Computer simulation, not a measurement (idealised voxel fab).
process module | voxel self aligned vias
The cross-section shown here is cut; it is 245 nm wide and divided into square cells measuring 5 nm on a side.
Cross-section format: a grid of square cells, given as bands from top to bottom; each band is one or more rows of cells.
Quick guide to a band line: top height, bottom height (nm) up front; then every material left to right with its width in nm. Only one material and it's marked "everywhere"? Then it fills the band edge to edge. And "blank" just means empty space.
The reference from which all heights are counted is 0, the level beneath which the as-received wafer is entirely one material; the lowest band, having no lower bound, proceeds downward and is written after the example "top 0, no bottom".
Top row gets the first number, bottom row gets the second, and each row in between changes by the same step: that is how a band width like "30..40" works.
For the purposes of this document, the phrase "nothing changed" attached to a step denotes that no cell within the cross-section was modified by that step.
"Fully enclosed voids" enumerates empty spaces isolated from the top, with no open way to it, that contain at least 8 cells, giving each as width x height at distance from the left edge, all three in nm.
On each step's line, the part that comes after the settings is the simulator's own comment on the step.
The setting "overlay nm" may be written on the line of a step. When the step uses a mask, the value reports how far to the right of the planned place the mask lay, and a negative value reports that it lay to the left.
This section lists the process steps that were planned:
| 1 | RECEIVE with material Si |
| 2 | CONFORMAL_DEP with material SiO2, thk nm 10 |
| 3 | CONFORMAL_DEP with material SiCN, thk nm 5 |
| 4 | DIRECTIONAL_DEP with material lowk, thk nm 30 |
| 5 | MASKED_ETCH with tone open, mask id LINES, width nm 25, pitch nm 50, etch materials lowk, depth nm 30, overlay nm 0 |
| 6 | CONFORMAL_DEP with material TiN, thk nm 5 |
| 7 | FILL_DEP with material Ru, thk nm 5 |
| 8 | CMP with height nm 45 |
| 9 | SELECTIVE_ETCH with etch materials W Ru TiN, depth nm 5 |
| 10 | FILL_DEP with material SiN, thk nm 10 |
| 11 | CMP with height nm 45 |
| 12 | DIRECTIONAL_DEP with material lowk, thk nm 20 |
| 13 | DIRECTIONAL_DEP with material aC, thk nm 10 |
| 14 | PATTERN with tone open, mask id VIAS, material resist, width nm 35, pitch nm 50, thk nm 25, overlay nm 0 |
| 15 | DIRECTIONAL_ETCH with etch materials aC, depth nm 10 |
| 16 | STRIP with etch materials resist |
| 17 | DIRECTIONAL_ETCH with etch materials lowk, depth nm 20 |
| 18 | DIRECTIONAL_ETCH with etch materials SiN, depth nm 5 |
| 19 | STRIP with etch materials aC |
| 20 | CONFORMAL_DEP with material TiN, thk nm 5 |
| 21 | FILL_DEP with material Ru, thk nm 10 |
| 22 | CMP with height nm 65 |
| 23 | CONFORMAL_DEP with material SiCN, thk nm 5 |
Wafer as received: cross-section following step 1:
> top 0, no bottom = Si everywhere
> Fully enclosed voids: none
Final cross-section, module run with one mistake (start and plan as above):
> top 70, bottom 65 = SiO2 everywhere
> top 65, bottom 50 = lowk=80 | TiN=5 | Ru=25 | TiN=5 | lowk=15 | TiN=5 | Ru=25 | TiN=5 | lowk=80
> top 50, bottom 45 = lowk=80 | TiN=10 | Ru=15 | TiN=10 | lowk=15 | TiN=10 | Ru=15 | TiN=10 | lowk=80
> top 45, bottom 40 = lowk=85 | TiN=25 | lowk=25 | TiN=25 | lowk=85
> top 40, bottom 20 = lowk=85 | TiN=5 | Ru=15 | TiN=5 | lowk=25 | TiN=5 | Ru=15 | TiN=5 | lowk=85
> top 20, bottom 15 = lowk=85 | TiN=25 | lowk=25 | TiN=25 | lowk=85
> top 15, bottom 10 = SiCN everywhere
> top 10, bottom 0 = SiO2 everywhere
> top 0, no bottom = Si everywhere
> Fully enclosed voids: none
The mistake made against the process plan was this: step 23 ran with different settings than intended, the actual operation and settings being CONFORMAL_DEP with material SiO2, thk nm 5
